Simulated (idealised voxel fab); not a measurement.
Module name: voxel transistor to metal (process module)
Section shown: cut. Width: 285 nm. Cell size: 5 nm, square.
Reading order for cross-sections: top band down to bottom band. Underlying form: a grid of square cells. Band size: one or more rows of cells. Heads up on the band format: heights come first, top then bottom, in nm. After that it's the materials left to right, each with its width in nm. A single material flagged "all across" fills the whole band edge to edge, and "air" means there's empty space there. For the purposes of this specification, 0 denotes the height below which the wafer in its as-received condition is composed wholly of one material, and the lowermost band, lacking a lower limit, extends downward without end, as expressed in "from 0 down". Per-row width for "30->40": begins at first number (top row of band), ends at second number (bottom row), increment between rows held constant. Reading "stayed the same" for a step: not a cell of the cross-section changed in it. The list in "closed voids" covers empty spaces of 8 cells or more that cannot reach the top through any open way, and it gives each as width x height at distance; the distance is from the left edge, and width, height and distance are in nm. It should be noted that, on the line of a given step, the content following the step's settings is a remark produced by the simulator itself with respect to that step. When a step includes a mask, the "overlay nm" setting on its line states how far to the right of its planned place that mask lay, and negative values state how far to the left.

THE PLANNED PROCESS STEPS ARE ENUMERATED HEREUNDER
| 1 | RECEIVE | material Si |
| 2 | OXIDIZE | depth nm 5 |
| 3 | CONFORMAL_DEP | material SiN | thk nm 10 |
| 4 | DIRECTIONAL_DEP | material aC | thk nm 15 |
| 5 | PATTERN | tone cover | mask id ACTIVE | material resist | width nm 105 | pitch nm 130 | thk nm 30 | overlay nm 0 |
| 6 | DIRECTIONAL_ETCH | etch materials aC | depth nm 15 |
| 7 | STRIP | etch materials resist |
| 8 | DIRECTIONAL_ETCH | etch materials SiN | depth nm 10 |
| 9 | DIRECTIONAL_ETCH | etch materials SiO2 | depth nm 5 |
| 10 | DIRECTIONAL_ETCH | etch materials Si | depth nm 20 |
| 11 | STRIP | etch materials aC |
| 12 | FILL_DEP | material SiO2 | thk nm 5 |
| 13 | CMP | height nm 10 |
| 14 | SELECTIVE_ETCH | etch materials SiO2 | depth nm 10 |
| 15 | STRIP | etch materials SiN |
| 16 | SELECTIVE_ETCH | etch materials SiO2 | depth nm 5 |
| 17 | OXIDIZE | depth nm 5 |
| 18 | DIRECTIONAL_DEP | material polySi | thk nm 20 |
| 19 | DIRECTIONAL_DEP | material SiCN | thk nm 10 |
| 20 | PATTERN | tone cover | mask id GATE | material resist | width nm 35 | pitch nm 130 | thk nm 15 | overlay nm 0 |
| 21 | DIRECTIONAL_ETCH | etch materials SiCN | depth nm 20 |
| 22 | DIRECTIONAL_ETCH | etch materials polySi | depth nm 30 |
| 23 | STRIP | etch materials resist |
| 24 | CONFORMAL_DEP | material SiN | thk nm 10 |
| 25 | DIRECTIONAL_ETCH | etch materials SiN | depth nm 10 |
| 26 | DIRECTIONAL_ETCH | etch materials SiO2 | depth nm 5 |
| 27 | DIRECTIONAL_ETCH | etch materials Si | depth nm 10 |
| 28 | EPI | material pSi | thk nm 15 |
| 29 | FILL_DEP | material SiO2 | thk nm 5 |
| 30 | CMP | height nm 15 |
| 31 | STRIP | etch materials polySi |
| 32 | SELECTIVE_ETCH | etch materials SiO2 | depth nm 5 |
| 33 | CONFORMAL_DEP | material HfO2 | thk nm 5 |
| 34 | CONFORMAL_DEP | material TiN | thk nm 5 |
| 35 | FILL_DEP | material W | thk nm 10 |
| 36 | CMP | height nm 10 |
| 37 | DIRECTIONAL_DEP | material SiO2 | thk nm 10 |
| 38 | MASKED_ETCH | tone open | mask id CONTACT | width nm 15 | etch materials SiO2 | depth nm 25 | overlay nm 0 |
| 39 | CONFORMAL_DEP | material TiN | thk nm 5 |
| 40 | FILL_DEP | material W | thk nm 10 |
| 41 | CMP | height nm 20 |
| 42 | DIRECTIONAL_DEP | material TiN | thk nm 5 |
| 43 | DIRECTIONAL_DEP | material W | thk nm 25 |
| 44 | PATTERN | tone cover | mask id METAL_1 | material resist | width nm 15 | thk nm 15 | overlay nm 0 |
| 45 | DIRECTIONAL_ETCH | etch materials W | depth nm 25 |
| 46 | DIRECTIONAL_ETCH | etch materials TiN | depth nm 5 |
| 47 | STRIP | etch materials resist |
| 48 | CONFORMAL_DEP | material SiN | thk nm 5 |
| 49 | FILL_DEP | material lowk | thk nm 5 |
| 50 | CMP | height nm 50 |
| 51 | CONFORMAL_DEP | material SiCN | thk nm 5 |
| 52 | DIRECTIONAL_DEP | material lowk | thk nm 25 |
| 53 | DIRECTIONAL_DEP | material aC | thk nm 10 |
| 54 | PATTERN | tone open | mask id METAL_2 | material resist | width nm 15 | pitch nm 130 | thk nm 25 | overlay nm 0 |
| 55 | DIRECTIONAL_ETCH | etch materials aC | depth nm 10 |
| 56 | STRIP | etch materials resist |
| 57 | DIRECTIONAL_ETCH | etch materials lowk | depth nm 15 |
| 58 | STRIP | etch materials aC |
| 59 | DIRECTIONAL_DEP | material aC | thk nm 15 |
| 60 | PATTERN | tone open | mask id METAL_2_HOLES | material resist | width nm 15 | pitch nm 130 | thk nm 35 | overlay nm 0 |
| 61 | DIRECTIONAL_ETCH | etch materials aC | depth nm 15 |
| 62 | STRIP | etch materials resist |
| 63 | DIRECTIONAL_ETCH | etch materials lowk | depth nm 10 |
| 64 | DIRECTIONAL_ETCH | etch materials SiCN | depth nm 5 |
| 65 | STRIP | etch materials aC |
| 66 | CONFORMAL_DEP | material TiN | thk nm 5 |
| 67 | FILL_DEP | material Cu | thk nm 10 |
| 68 | CMP | height nm 80 |
| 69 | CONFORMAL_DEP | material SiCN | thk nm 5 |

AS RECEIVED (POST STEP 1): CROSS-SECTION
from 0 down | Si all across
closed voids: none

HERE'S THE CROSS-SECTION OF THE FIRST OF OUR TWO WAFERS AT THE END OF THE MODULE - IT RAN AS PLANNED
from 85 to 80 | SiCN all across
from 80 to 55 | lowk 30 nm; TiN 5 nm; Cu 5 nm; TiN 5 nm; lowk 115 nm; TiN 5 nm; Cu 5 nm; TiN 5 nm; lowk 110 nm
from 55 to 50 | SiCN 30 nm; TiN 15 nm; SiCN 115 nm; TiN 15 nm; SiCN 110 nm
from 50 to 25 | lowk 25 nm; SiN 5 nm; W 15 nm; SiN 5 nm; lowk 55 nm; SiN 5 nm; W 15 nm; SiN 5 nm; lowk 25 nm; SiN 5 nm; W 15 nm; SiN 5 nm; lowk 55 nm; SiN 5 nm; W 15 nm; SiN 5 nm; lowk 25 nm
from 25 to 20 | SiN 30 nm; TiN 15 nm; SiN 65 nm; TiN 15 nm; SiN 35 nm; TiN 15 nm; SiN 65 nm; TiN 15 nm; SiN 30 nm
from 20 to 10 | SiO2 30 nm; TiN 5 nm; W 5 nm; TiN 5 nm; SiO2 65 nm; TiN 5 nm; W 5 nm; TiN 5 nm; SiO2 35 nm; TiN 5 nm; W 5 nm; TiN 5 nm; SiO2 65 nm; TiN 5 nm; W 5 nm; TiN 5 nm; SiO2 30 nm
from 10 to 5 | SiO2 30 nm; TiN 15 nm; SiO2 5 nm; SiN 10 nm; HfO2 5 nm; TiN 5 nm; W 15 nm; TiN 5 nm; HfO2 5 nm; SiN 10 nm; SiO2 5 nm; TiN 15 nm; SiO2 35 nm; TiN 15 nm; SiO2 5 nm; SiN 10 nm; HfO2 5 nm; TiN 5 nm; W 15 nm; TiN 5 nm; HfO2 5 nm; SiN 10 nm; SiO2 5 nm; TiN 15 nm; SiO2 30 nm
from 5 to 0 | SiO2 30 nm; TiN 5 nm; pSi 15 nm; SiN 10 nm; HfO2 5 nm; TiN 5 nm; W 15 nm; TiN 5 nm; HfO2 5 nm; SiN 10 nm; pSi 15 nm; TiN 5 nm; SiO2 35 nm; TiN 5 nm; pSi 15 nm; SiN 10 nm; HfO2 5 nm; TiN 5 nm; W 15 nm; TiN 5 nm; HfO2 5 nm; SiN 10 nm; pSi 15 nm; TiN 5 nm; SiO2 30 nm
from 0 to -5 | SiO2 30 nm; TiN 5 nm; pSi 15 nm; SiN 10 nm; HfO2 5 nm; TiN 25 nm; HfO2 5 nm; SiN 10 nm; pSi 15 nm; TiN 5 nm; SiO2 35 nm; TiN 5 nm; pSi 15 nm; SiN 10 nm; HfO2 5 nm; TiN 25 nm; HfO2 5 nm; SiN 10 nm; pSi 15 nm; TiN 5 nm; SiO2 30 nm
from -5 to -10 | SiO2 20 nm; pSi 30 nm; SiO2 5 nm; HfO2 45 nm; SiO2 5 nm; pSi 30 nm; SiO2 15 nm; pSi 30 nm; SiO2 5 nm; HfO2 45 nm; SiO2 5 nm; pSi 30 nm; SiO2 20 nm
from -10 to -20 | SiO2 25 nm; pSi 25 nm; Si 55 nm; pSi 25 nm; SiO2 25 nm; pSi 25 nm; Si 55 nm; pSi 25 nm; SiO2 25 nm
from -20 to -25 | SiO2 25 nm; Si 105 nm; SiO2 25 nm; Si 105 nm; SiO2 25 nm
from -25 down | Si all across
closed voids: none

SECOND OF TWO WAFERS, MODULE COMPLETE, SECTIONED: IT SHARES THE FIRST WAFER'S START AND PLAN BUT WAS RUN WITH ONE MISTAKE
from 85 to 80 | SiCN all across
from 80 to 55 | lowk 30 nm; TiN 5 nm; Cu 5 nm; TiN 5 nm; lowk 115 nm; TiN 5 nm; Cu 5 nm; TiN 5 nm; lowk 110 nm
from 55 to 50 | SiCN 30 nm; TiN 15 nm; SiCN 115 nm; TiN 15 nm; SiCN 110 nm
from 50 to 25 | lowk 25 nm; SiN 5 nm; W 15 nm; SiN 5 nm; lowk 55 nm; SiN 5 nm; W 15 nm; SiN 5 nm; lowk 25 nm; SiN 5 nm; W 15 nm; SiN 5 nm; lowk 55 nm; SiN 5 nm; W 15 nm; SiN 5 nm; lowk 25 nm
from 25 to 20 | SiN 30 nm; TiN 15 nm; SiN 65 nm; TiN 15 nm; SiN 35 nm; TiN 15 nm; SiN 65 nm; TiN 15 nm; SiN 30 nm
from 20 to 15 | SiO2 30 nm; TiN 5 nm; W 5 nm; TiN 5 nm; SiO2 65 nm; TiN 5 nm; W 5 nm; TiN 5 nm; SiO2 35 nm; TiN 5 nm; W 5 nm; TiN 5 nm; SiO2 65 nm; TiN 5 nm; W 5 nm; TiN 5 nm; SiO2 30 nm
from 15 to 10 | SiO2 30 nm; TiN 15 nm; SiO2 65 nm; TiN 15 nm; SiO2 35 nm; TiN 15 nm; SiO2 65 nm; TiN 15 nm; SiO2 30 nm
from 10 to 0 | SiO2 5 nm; pSi 45 nm; SiN 10 nm; HfO2 5 nm; TiN 5 nm; W 15 nm; TiN 5 nm; HfO2 5 nm; SiN 10 nm; pSi 75 nm; SiN 10 nm; HfO2 5 nm; TiN 5 nm; W 15 nm; TiN 5 nm; HfO2 5 nm; SiN 10 nm; pSi 45 nm; SiO2 5 nm
from 0 to -5 | SiO2 5 nm; pSi 45 nm; SiN 10 nm; HfO2 5 nm; TiN 25 nm; HfO2 5 nm; SiN 10 nm; pSi 75 nm; SiN 10 nm; HfO2 5 nm; TiN 25 nm; HfO2 5 nm; SiN 10 nm; pSi 45 nm; SiO2 5 nm
from -5 to -10 | SiO2 5 nm; pSi 45 nm; SiO2 5 nm; HfO2 45 nm; SiO2 5 nm; pSi 75 nm; SiO2 5 nm; HfO2 45 nm; SiO2 5 nm; pSi 45 nm; SiO2 5 nm
from -10 to -20 | SiO2 25 nm; pSi 25 nm; Si 55 nm; pSi 25 nm; SiO2 25 nm; pSi 25 nm; Si 55 nm; pSi 25 nm; SiO2 25 nm
from -20 to -25 | SiO2 25 nm; Si 105 nm; SiO2 25 nm; Si 105 nm; SiO2 25 nm
from -25 down | Si all across
closed voids: none
The mistake made against the process plan was this: regarding the plan, step 28 was run twice
Once processing is complete, comparing cell counts shows that the second wafer has more or fewer of certain materials than the first: SiO2: 64 fewer; TiN: 16 fewer; W: 4 fewer; pSi: 84 more
